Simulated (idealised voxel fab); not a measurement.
Process module in this document: voxel self aligned contacts
It is cross-section cut that appears here, measuring 235 nm in width, its square cells being 5 nm in size.
Reading order for cross-sections: top band down to bottom band. Underlying form: a grid of square cells. Band size: one or more rows of cells.
Per band: top height and bottom height in nm, followed by the left-to-right materials and their widths in nm; "full width" marks a single material spanning edge to edge, "blank" marks empty space.
Heights are measured from 0, the level below which the as-received wafer is all one material; the lowest band has no bottom and continues downward, written as in "z 0 and below".
It should be noted that a width expressed as "30->40" varies in equal increments from row to row of cells within the band, taking the value of the first number at the top row and that of the second number at the bottom row.
Given "left unchanged" for a step, no cell of the cross-section differs between before and after that step.
For the entry "Enclosed internal cavities", the listed items are empty spaces with no open way to the top whose size is 8 cells or more; each item follows the pattern width x height at distance, where distance is from the left edge and all three are in nm.
The remark found on a step's line after its settings is issued by the simulator itself and pertains to that step.
overlay nm: for a step with a mask, the amount by which the mask lay right of where it was planned; a negative amount means left of it.

[Below is the list of planned process steps]
1 RECEIVE (material Si)
2 OXIDIZE (depth nm 5)
3 DIRECTIONAL_DEP (material polySi; thk nm 30)
4 DIRECTIONAL_DEP (material SiN; thk nm 20)
5 PATTERN (tone cover; mask id GATE; material resist; width nm 30; pitch nm 70; thk nm 15; overlay nm 0)
6 DIRECTIONAL_ETCH (etch materials SiN; depth nm 20)
7 DIRECTIONAL_ETCH (etch materials polySi; depth nm 30)
8 STRIP (etch materials resist)
9 CONFORMAL_DEP (material SiN; thk nm 10)
10 DIRECTIONAL_ETCH (etch materials SiN; depth nm 10)
11 FILL_DEP (material SiO2; thk nm 20)
12 CMP (height nm 60)
13 DIRECTIONAL_DEP (material aC; thk nm 15)
14 PATTERN (tone open; mask id CONTACT; material resist; width nm 50; pitch nm 70; thk nm 30; overlay nm 0)
15 DIRECTIONAL_ETCH (etch materials aC; depth nm 15)
16 STRIP (etch materials resist)
17 DIRECTIONAL_ETCH (etch materials SiO2; depth nm 65)
18 STRIP (etch materials aC)
19 CONFORMAL_DEP (material TiN; thk nm 5)
20 FILL_DEP (material W; thk nm 5)
21 CMP (height nm 60)
22 CONFORMAL_DEP (material SiCN; thk nm 5)

[Account of the first of two wafers, which was processed as intended]

[Incoming wafer, cross-sectional view, post step 1]
    z 0 and below  Si full width
    Enclosed internal cavities: none

[The following cross-section depicts the wafer upon completion of step 2]
    z 0 to -5  SiO2 full width
    Below -5 it's all the same as before, nothing changed down there.

[The following cross-section depicts the wafer upon completion of step 3]
    z 30 to 0  polySi full width
    Below 0 it's all the same as before, nothing changed down there.

[The following cross-section depicts the wafer upon completion of step 4]
    z 50 to 30  SiN full width
    Below 30 it's all the same as before, nothing changed down there.

[The following cross-section depicts the wafer upon completion of step 5]
    z 65 to 50  blank 30; resist 30; blank 40; resist 30; blank 40; resist 30; blank 35
    Below 50 it's all the same as before, nothing changed down there.

[The following cross-section depicts the wafer upon completion of step 6]
    z 65 to 50  blank 30; resist 30; blank 40; resist 30; blank 40; resist 30; blank 35
    z 50 to 30  blank 30; SiN 30; blank 40; SiN 30; blank 40; SiN 30; blank 35
    Below 30 it's all the same as before, nothing changed down there.

[The following cross-section depicts the wafer upon completion of step 7]
    z 65 to 50  blank 30; resist 30; blank 40; resist 30; blank 40; resist 30; blank 35
    z 50 to 30  blank 30; SiN 30; blank 40; SiN 30; blank 40; SiN 30; blank 35
    z 30 to 0  blank 30; polySi 30; blank 40; polySi 30; blank 40; polySi 30; blank 35
    Below 0 it's all the same as before, nothing changed down there.

[The following cross-section depicts the wafer upon completion of step 8]
    z 50 to 30  blank 30; SiN 30; blank 40; SiN 30; blank 40; SiN 30; blank 35
    Below 30 it's all the same as before, nothing changed down there.

[The following cross-section depicts the wafer upon completion of step 9]
    z 60 to 30  blank 20; SiN 50; blank 20; SiN 50; blank 20; SiN 50; blank 25
    z 30 to 10  blank 20; SiN 10; polySi 30; SiN 10; blank 20; SiN 10; polySi 30; SiN 10; blank 20; SiN 10; polySi 30; SiN 10; blank 25
    z 10 to 0  SiN 30; polySi 30; SiN 40; polySi 30; SiN 40; polySi 30; SiN 35
    Below 0 it's all the same as before, nothing changed down there.

[The following cross-section depicts the wafer upon completion of step 10]
    z 50 to 30  blank 20; SiN 50; blank 20; SiN 50; blank 20; SiN 50; blank 25
    z 30 to 0  blank 20; SiN 10; polySi 30; SiN 10; blank 20; SiN 10; polySi 30; SiN 10; blank 20; SiN 10; polySi 30; SiN 10; blank 25
    Below 0 it's all the same as before, nothing changed down there.

[The following cross-section depicts the wafer upon completion of step 11]
    z 70 to 50  SiO2 full width
    z 50 to 30  SiO2 20; SiN 50; SiO2 20; SiN 50; SiO2 20; SiN 50; SiO2 25
    z 30 to 0  SiO2 20; SiN 10; polySi 30; SiN 10; SiO2 20; SiN 10; polySi 30; SiN 10; SiO2 20; SiN 10; polySi 30; SiN 10; SiO2 25
    Below 0 it's all the same as before, nothing changed down there.

[The following cross-section depicts the wafer upon completion of step 12]
    z 60 to 50  SiO2 full width
    Below 50 it's all the same as before, nothing changed down there.

[The following cross-section depicts the wafer upon completion of step 13]
    z 75 to 60  aC full width
    Below 60 it's all the same as before, nothing changed down there.

[The following cross-section depicts the wafer upon completion of step 14]
    z 105 to 75  resist 55; blank 50; resist 20; blank 50; resist 60
    Below 75 it's all the same as before, nothing changed down there.

[The following cross-section depicts the wafer upon completion of step 15]
    z 90 to 75  resist 55; blank 50; resist 20; blank 50; resist 60
    z 75 to 60  aC 55; blank 50; aC 20; blank 50; aC 60
    Below 60 it's all the same as before, nothing changed down there.

[The following cross-section depicts the wafer upon completion of step 16]
    z 75 to 60  aC 55; blank 50; aC 20; blank 50; aC 60
    Below 60 it's all the same as before, nothing changed down there.

[The following cross-section depicts the wafer upon completion of step 17]
    z 75 to 60  aC 55; blank 50; aC 20; blank 50; aC 60
    z 60 to 50  SiO2 55; blank 50; SiO2 20; blank 50; SiO2 60
    z 50 to 30  SiO2 20; SiN 50; blank 20; SiN 50; blank 20; SiN 50; SiO2 25
    z 30 to 0  SiO2 20; SiN 10; polySi 30; SiN 10; blank 20; SiN 10; polySi 30; SiN 10; blank 20; SiN 10; polySi 30; SiN 10; SiO2 25
    z 0 to -5  SiO2 70; blank 20; SiO2 50; blank 20; SiO2 75
    Below -5 it's all the same as before, nothing changed down there.

[The following cross-section depicts the wafer upon completion of step 18]
    z 60 to 50  SiO2 55; blank 50; SiO2 20; blank 50; SiO2 60
    Below 50 it's all the same as before, nothing changed down there.

[The following cross-section depicts the wafer upon completion of step 19]
    z 65 to 60  TiN 60; blank 40; TiN 30; blank 40; TiN 65
    z 60 to 50  SiO2 55; TiN 5->20; blank 40->10; TiN 5->20; SiO2 20; TiN 5->20; blank 40->10; TiN 5->20; SiO2 60
    z 50 to 30  SiO2 20; SiN 50; TiN 5; blank 10; TiN 5; SiN 50; TiN 5; blank 10; TiN 5; SiN 50; SiO2 25
    z 30 to 0  SiO2 20; SiN 10; polySi 30; SiN 10; TiN 5; blank 10; TiN 5; SiN 10; polySi 30; SiN 10; TiN 5; blank 10; TiN 5; SiN 10; polySi 30; SiN 10; SiO2 25
    z 0 to -5  SiO2 70; TiN 20; SiO2 50; TiN 20; SiO2 75
    Below -5 it's all the same as before, nothing changed down there.

[The following cross-section depicts the wafer upon completion of step 20]
    z 70 to 65  W full width
    z 65 to 60  TiN 60; W 40; TiN 30; W 40; TiN 65
    z 60 to 50  SiO2 55; TiN 5->20; W 40->10; TiN 5->20; SiO2 20; TiN 5->20; W 40->10; TiN 5->20; SiO2 60
    z 50 to 30  SiO2 20; SiN 50; TiN 5; W 10; TiN 5; SiN 50; TiN 5; W 10; TiN 5; SiN 50; SiO2 25
    z 30 to 0  SiO2 20; SiN 10; polySi 30; SiN 10; TiN 5; W 10; TiN 5; SiN 10; polySi 30; SiN 10; TiN 5; W 10; TiN 5; SiN 10; polySi 30; SiN 10; SiO2 25
    Below 0 it's all the same as before, nothing changed down there.

[The following cross-section depicts the wafer upon completion of step 21]
    z 60 to 50  SiO2 55; TiN 5->20; W 40->10; TiN 5->20; SiO2 20; TiN 5->20; W 40->10; TiN 5->20; SiO2 60
    Below 50 it's all the same as before, nothing changed down there.

[The following cross-section depicts the wafer upon completion of step 22]
    z 65 to 60  SiCN full width
    Below 60 it's all the same as before, nothing changed down there.

[Second of two: same start, same plan, one run error; steps up to and including 1 match the first]

Second wafer profile in section, at the moment step 2 of the plan was meant to be complete: left unchanged

[Second wafer profile in section, at the moment step 3 of the plan was meant to be complete]
    z 30 to 0  polySi full width
    Below 0 it's all the same as before, nothing changed down there.

[Second wafer profile in section, at the moment step 4 of the plan was meant to be complete]
    z 50 to 30  SiN full width
    Below 30 it's all the same as before, nothing changed down there.

[Second wafer profile in section, at the moment step 5 of the plan was meant to be complete]
    z 65 to 50  blank 30; resist 30; blank 40; resist 30; blank 40; resist 30; blank 35
    Below 50 it's all the same as before, nothing changed down there.

[Second wafer profile in section, at the moment step 6 of the plan was meant to be complete]
    z 65 to 50  blank 30; resist 30; blank 40; resist 30; blank 40; resist 30; blank 35
    z 50 to 30  blank 30; SiN 30; blank 40; SiN 30; blank 40; SiN 30; blank 35
    Below 30 it's all the same as before, nothing changed down there.

[Second wafer profile in section, at the moment step 7 of the plan was meant to be complete]
    z 65 to 50  blank 30; resist 30; blank 40; resist 30; blank 40; resist 30; blank 35
    z 50 to 30  blank 30; SiN 30; blank 40; SiN 30; blank 40; SiN 30; blank 35
    z 30 to 0  blank 30; polySi 30; blank 40; polySi 30; blank 40; polySi 30; blank 35
    Below 0 it's all the same as before, nothing changed down there.

[Second wafer profile in section, at the moment step 8 of the plan was meant to be complete]
    z 50 to 30  blank 30; SiN 30; blank 40; SiN 30; blank 40; SiN 30; blank 35
    Below 30 it's all the same as before, nothing changed down there.

[Second wafer profile in section, at the moment step 9 of the plan was meant to be complete]
    z 60 to 30  blank 20; SiN 50; blank 20; SiN 50; blank 20; SiN 50; blank 25
    z 30 to 10  blank 20; SiN 10; polySi 30; SiN 10; blank 20; SiN 10; polySi 30; SiN 10; blank 20; SiN 10; polySi 30; SiN 10; blank 25
    z 10 to 0  SiN 30; polySi 30; SiN 40; polySi 30; SiN 40; polySi 30; SiN 35
    Below 0 it's all the same as before, nothing changed down there.

[Second wafer profile in section, at the moment step 10 of the plan was meant to be complete]
    z 50 to 30  blank 20; SiN 50; blank 20; SiN 50; blank 20; SiN 50; blank 25
    z 30 to 0  blank 20; SiN 10; polySi 30; SiN 10; blank 20; SiN 10; polySi 30; SiN 10; blank 20; SiN 10; polySi 30; SiN 10; blank 25
    Below 0 it's all the same as before, nothing changed down there.

[Second wafer profile in section, at the moment step 11 of the plan was meant to be complete]
    z 70 to 50  SiO2 full width
    z 50 to 30  SiO2 20; SiN 50; SiO2 20; SiN 50; SiO2 20; SiN 50; SiO2 25
    z 30 to 0  SiO2 20; SiN 10; polySi 30; SiN 10; SiO2 20; SiN 10; polySi 30; SiN 10; SiO2 20; SiN 10; polySi 30; SiN 10; SiO2 25
    Below 0 it's all the same as before, nothing changed down there.

[Second wafer profile in section, at the moment step 12 of the plan was meant to be complete]
    z 60 to 50  SiO2 full width
    Below 50 it's all the same as before, nothing changed down there.

[Second wafer profile in section, at the moment step 13 of the plan was meant to be complete]
    z 75 to 60  aC full width
    Below 60 it's all the same as before, nothing changed down there.

[Second wafer profile in section, at the moment step 14 of the plan was meant to be complete]
    z 105 to 75  resist 55; blank 50; resist 20; blank 50; resist 60
    Below 75 it's all the same as before, nothing changed down there.

[Second wafer profile in section, at the moment step 15 of the plan was meant to be complete]
    z 90 to 75  resist 55; blank 50; resist 20; blank 50; resist 60
    z 75 to 60  aC 55; blank 50; aC 20; blank 50; aC 60
    Below 60 it's all the same as before, nothing changed down there.

[Second wafer profile in section, at the moment step 16 of the plan was meant to be complete]
    z 75 to 60  aC 55; blank 50; aC 20; blank 50; aC 60
    Below 60 it's all the same as before, nothing changed down there.

[Second wafer profile in section, at the moment step 17 of the plan was meant to be complete]
    z 75 to 60  aC 55; blank 50; aC 20; blank 50; aC 60
    z 60 to 50  SiO2 55; blank 50; SiO2 20; blank 50; SiO2 60
    z 50 to 30  SiO2 20; SiN 50; blank 20; SiN 50; blank 20; SiN 50; SiO2 25
    z 30 to 0  SiO2 20; SiN 10; polySi 30; SiN 10; blank 20; SiN 10; polySi 30; SiN 10; blank 20; SiN 10; polySi 30; SiN 10; SiO2 25
    Below 0 it's all the same as before, nothing changed down there.

[Second wafer profile in section, at the moment step 18 of the plan was meant to be complete]
    z 60 to 50  SiO2 55; blank 50; SiO2 20; blank 50; SiO2 60
    Below 50 it's all the same as before, nothing changed down there.

[Second wafer profile in section, at the moment step 19 of the plan was meant to be complete]
    z 65 to 60  TiN 60; blank 40; TiN 30; blank 40; TiN 65
    z 60 to 50  SiO2 55; TiN 5->20; blank 40->10; TiN 5->20; SiO2 20; TiN 5->20; blank 40->10; TiN 5->20; SiO2 60
    z 50 to 30  SiO2 20; SiN 50; TiN 5; blank 10; TiN 5; SiN 50; TiN 5; blank 10; TiN 5; SiN 50; SiO2 25
    z 30 to 5  SiO2 20; SiN 10; polySi 30; SiN 10; TiN 5; blank 10; TiN 5; SiN 10; polySi 30; SiN 10; TiN 5; blank 10; TiN 5; SiN 10; polySi 30; SiN 10; SiO2 25
    z 5 to 0  SiO2 20; SiN 10; polySi 30; SiN 10; TiN 20; SiN 10; polySi 30; SiN 10; TiN 20; SiN 10; polySi 30; SiN 10; SiO2 25
    Below 0 it's all the same as before, nothing changed down there.

[Second wafer profile in section, at the moment step 20 of the plan was meant to be complete]
    z 70 to 65  W full width
    z 65 to 60  TiN 60; W 40; TiN 30; W 40; TiN 65
    z 60 to 50  SiO2 55; TiN 5->20; W 40->10; TiN 5->20; SiO2 20; TiN 5->20; W 40->10; TiN 5->20; SiO2 60
    z 50 to 30  SiO2 20; SiN 50; TiN 5; W 10; TiN 5; SiN 50; TiN 5; W 10; TiN 5; SiN 50; SiO2 25
    z 30 to 5  SiO2 20; SiN 10; polySi 30; SiN 10; TiN 5; W 10; TiN 5; SiN 10; polySi 30; SiN 10; TiN 5; W 10; TiN 5; SiN 10; polySi 30; SiN 10; SiO2 25
    Below 5 it's all the same as before, nothing changed down there.

[Second wafer profile in section, at the moment step 21 of the plan was meant to be complete]
    z 60 to 50  SiO2 55; TiN 5->20; W 40->10; TiN 5->20; SiO2 20; TiN 5->20; W 40->10; TiN 5->20; SiO2 60
    Below 50 it's all the same as before, nothing changed down there.

[Second wafer profile in section, at the moment step 22 of the plan was meant to be complete]
    z 65 to 60  SiCN full width
    Below 60 it's all the same as before, nothing changed down there.
Error vs. plan: step 2 of the plan was excluded from execution and never run
Upon completion, the second wafer contains, in terms of cells, a greater or smaller amount of certain materials than the first wafer: Si +47 | SiO2 -39 | TiN -4 | W -4
